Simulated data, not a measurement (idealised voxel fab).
The document below concerns the process module designated voxel self aligned vias.
Section cut is 220 nm wide and gridded with 5 nm square cells.
Cross-sections here: square-cell grids, written as top-down lists of bands, a band being one or more rows of cells.
Band entry format. Leading values: height of top, height of bottom, nm. Remainder: materials in left-to-right order, each with its width in nm. Special words: "throughout" on a single material, which then fills the band edge to edge; "empty", empty space.
Height datum 0, below which the as-received substrate wafer is one material. Lowest band open at the bottom, running downward: "0 down".
So if you see something like "30..40" for the width, read it as the top row of the band sitting at the first number and the bottom row at the second, with every row in between moving by the same amount as the last.
The designation "identical to before", where it is given for a processing step, indicates that no cell of the cross-section was altered in the course of that step.
Enclosed voids (no open way to top), threshold 8 cells or more, entry "Enclosed void inventory", notation width x height at distance, distance from left edge, nm.
Whatever follows a step's settings on its line is a remark the simulator itself makes about that step.
On any step carrying a mask, the "overlay nm" setting, if present on the step's line, tells how far right of its planned place the mask lay; negative values point to the left.
So here's the lineup of process steps we planned
1: RECEIVE (material Si)
2: CONFORMAL_DEP (material SiO2; thk nm 10)
3: CONFORMAL_DEP (material SiCN; thk nm 5)
4: DIRECTIONAL_DEP (material SiO2; thk nm 20)
5: MASKED_ETCH (tone open; mask id LINES; width nm 25; pitch nm 65; etch materials SiO2; depth nm 20; overlay nm 0)
6: CONFORMAL_DEP (material TiN; thk nm 5)
7: FILL_DEP (material W; thk nm 10)
8: CMP (height nm 35)
9: SELECTIVE_ETCH (etch materials W Ru TiN; depth nm 5)
10: FILL_DEP (material SiN; thk nm 5)
11: CMP (height nm 35)
12: DIRECTIONAL_DEP (material SiO2; thk nm 15)
13: MASKED_ETCH (tone open; mask id VIAS; width nm 35; etch materials SiO2; depth nm 15; overlay nm 0)
14: MASKED_ETCH (tone open; mask id VIAS; width nm 35; etch materials SiN; depth nm 5; overlay nm 0)
15: CONFORMAL_DEP (material TiN; thk nm 5)
16: FILL_DEP (material Cu; thk nm 5)
17: CMP (height nm 50)
18: CONFORMAL_DEP (material SiCN; thk nm 5)
Shown in cross-section is the wafer as received, that is, as it stands after step 1
0 down = Si throughout
Enclosed void inventory: none
Looking at the first of two wafers in cross-section at end of module - ran to plan
55 to 50 = SiCN throughout
50 to 40 = 60 SiO2, 5 TiN, 25 Cu, 5 TiN, 125 SiO2
40 to 35 = 60 SiO2, 10 TiN, 15 Cu, 10 TiN, 125 SiO2
35 to 30 = 65 SiO2, 25 TiN, 40 SiO2, 25 SiN, 65 SiO2
30 to 20 = 65 SiO2, 5 TiN, 15 W, 5 TiN, 40 SiO2, 5 TiN, 15 W, 5 TiN, 65 SiO2
20 to 15 = 65 SiO2, 25 TiN, 40 SiO2, 25 TiN, 65 SiO2
15 to 10 = SiCN throughout
10 to 0 = SiO2 throughout
0 down = Si throughout
Enclosed void inventory: none
Same start, same plan as the first wafer - but one mistake in the run. Cross-section of the second of the two at the end of the module
55 to 50 = SiCN throughout
50 to 45 = 65 TiN, 25 Cu, 130 TiN
45 to 35 = 60 SiO2, 5 TiN, 25 Cu, 5 TiN, 125 SiO2
35 to 30 = 60 SiO2, 35 TiN, 35 SiO2, 25 SiN, 65 SiO2
30 to 20 = 65 SiO2, 5 TiN, 15 W, 5 TiN, 40 SiO2, 5 TiN, 15 W, 5 TiN, 65 SiO2
20 to 15 = 65 SiO2, 25 TiN, 40 SiO2, 25 TiN, 65 SiO2
15 to 10 = SiCN throughout
10 to 0 = SiO2 throughout
0 down = Si throughout
Enclosed void inventory: none
Heads up, the wafer didn't run the way we planned it: step 12 ran as: DIRECTIONAL_DEP (material SiO2; thk nm 10)
End check, counted in cells, second wafer has more or fewer of these materials than the first: +2 Cu | -39 SiO2 | +37 TiN
